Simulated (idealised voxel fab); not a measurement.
process module | voxel local oxidation
cross-section cut | 265 nm wide | cells 5 nm
A cross-section is a grid of square cells, given in bands from the top down. A band is one or more rows of cells.
Each band's line starts with the height of the band's top and of its bottom, in nm. Then come its materials from left to right, each with its width in nm. One material with "throughout" fills the band from edge to edge. "air" is empty space.
Height 0 is the level under which the wafer as received is all one material. The lowest band goes on downwards, as in "0 down".
A width such as "30 to 40" changes by the same amount from each row of cells to the next, from the band's top row to its bottom row.
"no change" after a step means that no cell of the cross-section changed.
closed voids: empty space of 8 cells or more with no open way to the top, each as width x height at its distance from the left edge, in nm
after a step's settings: what the simulator itself notes on the step
overlay nm, on a step with a mask: how far to the right of its planned place the mask lay; to the left if negative
plan
1 op RECEIVE | material Si
2 op OXIDIZE | depth nm 5
3 op CONFORMAL_DEP | material SiN | thk nm 15
4 op MASKED_ETCH | tone cover | mask id ACTIVE | width nm 100 | etch materials SiN | depth nm 15 | overlay nm 0
5 op SELECTIVE_ETCH | etch materials SiO2 | depth nm 5
6 op OXIDIZE | depth nm 10
7 op STRIP | etch materials SiN
first wafer, as planned
as received, after step 1
  0 down: Si throughout
  closed voids: none
after step 2
  0 to -5: SiO2 throughout
  below -5: unchanged
after step 3
  15 to 0: SiN throughout
  below 0: unchanged
after step 4
  15 to 0: air 80 | SiN 100 | air 85
  below 0: unchanged
after step 5
  15 to 0: air 80 | SiN 100 | air 85
  0 to -5: air 85 | SiO2 90 | air 90
  below -5: unchanged
after step 6
  15 to 0: air 80 | SiN 100 | air 85
  0 to -5: air 85 | SiO2 90 | air 90
  -5 to -15: SiO2 95 | Si 70 | SiO2 100
  below -15: unchanged
after step 7
  0 to -5: air 85 | SiO2 90 | air 90
  below -5: unchanged
second wafer: like start, like plan, one mistake. Through step 6 it matches the first wafer
when step 7 should have ended
  -5 to -15: air 95 | Si 70 | air 100
  below -15: unchanged
what went wrong: step 7 ran as: op STRIP | etch materials SiO2
at the end the second wafer has, in cells: 96 fewer of SiO2
